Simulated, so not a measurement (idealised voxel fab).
The document below concerns the process module designated voxel capacitor over wiring.
The figure presents cross-section cut, which has a width of 160 nm and is divided into square cells with an edge length of 5 nm.
When this document writes out a cross-section, it uses a grid of square cells and lists it as bands, beginning at the top and moving down, with a band standing for one or more rows of cells.
First you get the band's top height and its bottom height, in nm, and then the materials it's made of, left to right, with each width in nm. If you see a single material with "all across", that one covers the band edge to edge. "blank" is empty space.
Height reference: 0 = level under which incoming wafer is all one material. Lowest band: no bottom, runs on downward, e.g. "z 0 and below".
Per-row width for "30->40": begins at first number (top row of band), ends at second number (bottom row), increment between rows held constant.
The designation "remained the same", where it is given for a processing step, indicates that no cell of the cross-section was altered in the course of that step.
The entry titled "Fully sealed voids" provides the empty spaces that have no open way to the top, restricted to those of 8 cells or more. Each is presented as width x height at distance, the distance being measured from the left edge, with all three in nm.
Read whatever lies past the settings on a step's line as the simulator's own remark about the step.
Among the settings permitted on a step's line is "overlay nm"; applied to a step with a mask, it specifies the extent to which the mask lay to the right of its planned position, whereas a negative figure signifies a position to the left.
Steps planned for the process
- 1: RECEIVE: material Si
- 2: CONFORMAL_DEP: material SiO2, thk nm 10
- 3: CONFORMAL_DEP: material SiCN, thk nm 5
- 4: DIRECTIONAL_DEP: material SiO2, thk nm 25
- 5: MASKED_ETCH: tone open, mask id METAL_1, width nm 20, pitch nm 75, etch materials SiO2, depth nm 25, overlay nm 0
- 6: MASKED_ETCH: tone open, mask id METAL_1, width nm 20, pitch nm 75, etch materials SiCN, depth nm 5, overlay nm 0
- 7: CONFORMAL_DEP: material TiN, thk nm 5
- 8: FILL_DEP: material Cu, thk nm 5
- 9: CMP: height nm 40
- 10: CONFORMAL_DEP: material SiCN, thk nm 5
- 11: DIRECTIONAL_DEP: material lowk, thk nm 20
- 12: DIRECTIONAL_DEP: material aC, thk nm 15
- 13: PATTERN: tone open, mask id PLUG_1, material resist, width nm 15, thk nm 35, overlay nm 0
- 14: DIRECTIONAL_ETCH: etch materials aC, depth nm 15
- 15: STRIP: etch materials resist
- 16: DIRECTIONAL_ETCH: etch materials lowk, depth nm 20
- 17: DIRECTIONAL_ETCH: etch materials SiCN, depth nm 5
- 18: STRIP: etch materials aC
- 19: EPI: material Ru, thk nm 10
- 20: EPI: material Ru, thk nm 10
- 21: EPI: material Ru, thk nm 5
- 22: DIRECTIONAL_DEP: material TiN, thk nm 10
- 23: DIRECTIONAL_DEP: material Al2O3, thk nm 5
- 24: DIRECTIONAL_DEP: material TiN, thk nm 5
- 25: PATTERN: tone cover, mask id UPPER_PLATE, material resist, width nm 60, thk nm 15, overlay nm 0
- 26: DIRECTIONAL_ETCH: etch materials TiN, depth nm 5
- 27: DIRECTIONAL_ETCH: etch materials Al2O3, depth nm 5
- 28: STRIP: etch materials resist
- 29: PATTERN: tone cover, mask id LOWER_PLATE, material resist, width nm 70, thk nm 15, overlay nm 0
- 30: DIRECTIONAL_ETCH: etch materials TiN, depth nm 10
- 31: STRIP: etch materials resist
- 32: FILL_DEP: material SiO2, thk nm 20
- 33: CMP: height nm 100
- 34: DIRECTIONAL_DEP: material aC, thk nm 15
- 35: PATTERN: tone open, mask id PLUG_2, material resist, width nm 15, thk nm 30, overlay nm 0
- 36: DIRECTIONAL_ETCH: etch materials aC, depth nm 15
- 37: STRIP: etch materials resist
- 38: DIRECTIONAL_ETCH: etch materials SiO2, depth nm 15
- 39: STRIP: etch materials aC
- 40: CONFORMAL_DEP: material TiN, thk nm 5
- 41: FILL_DEP: material Cu, thk nm 5
- 42: CMP: height nm 100
- 43: CONFORMAL_DEP: material SiCN, thk nm 5
Cross-section of the wafer as it came to us, i.e., already through step 1
    z 0 and below = Si all across
    Fully sealed voids: none
Module complete - cross-section of the first of two wafers, run according to plan
    z 105 to 100 = SiCN all across
    z 100 to 90 = SiO2 45 nm / TiN 5 nm / Cu 5 nm / TiN 5 nm / SiO2 100 nm
    z 90 to 80 = SiO2 45->35 nm / TiN 15->60 nm / SiO2 100->65 nm
    z 80 to 75 = SiO2 35 nm / Al2O3 60 nm / SiO2 65 nm
    z 75 to 65 = SiO2 30 nm / TiN 70 nm / SiO2 60 nm
    z 65 to 45 = lowk 35 nm / Ru 15 nm / lowk 110 nm
    z 45 to 40 = SiCN 35 nm / Ru 15 nm / SiCN 110 nm
    z 40 to 15 = SiO2 30 nm / TiN 5 nm / Cu 10 nm / TiN 5 nm / SiO2 55 nm / TiN 5 nm / Cu 10 nm / TiN 5 nm / SiO2 35 nm
    z 15 to 10 = SiCN 30 nm / TiN 20 nm / SiCN 55 nm / TiN 20 nm / SiCN 35 nm
    z 10 to 0 = SiO2 all across
    z 0 and below = Si all across
    Fully sealed voids: none
Second wafer through the module, sectioned at the end: same beginning and same plan as the first wafer, with one mistake in carrying it out
    z 105 to 100 = SiCN all across
    z 100 to 90 = SiO2 45 nm / TiN 5 nm / Cu 5 nm / TiN 5 nm / SiO2 100 nm
    z 90 to 80 = SiO2 45->35 nm / TiN 15->60 nm / SiO2 100->65 nm
    z 80 to 75 = SiO2 35 nm / Al2O3 60 nm / SiO2 65 nm
    z 75 to 65 = SiO2 30 nm / TiN 70 nm / SiO2 60 nm
    z 65 to 45 = lowk 35 nm / Ru 15 nm / lowk 110 nm
    z 45 to 40 = SiCN 35 nm / Ru 15 nm / SiCN 110 nm
    z 40 to 35 = Cu all across
    z 35 to 30 = TiN 35 nm / Cu 10 nm / TiN 65 nm / Cu 10 nm / TiN 40 nm
    z 30 to 5 = SiO2 30 nm / TiN 5 nm / Cu 10 nm / TiN 5 nm / SiO2 55 nm / TiN 5 nm / Cu 10 nm / TiN 5 nm / SiO2 35 nm
    z 5 to 0 = SiCN 30 nm / TiN 20 nm / SiCN 55 nm / TiN 20 nm / SiCN 35 nm
    z 0 and below = Si all across
    Fully sealed voids: none
Where did the run depart from the plan? step 2 of the plan: omitted, not performed
Final wafer comparison in cells, second versus first, more or fewer per material: 36 more of Cu | 64 fewer of SiO2 | 28 more of TiN
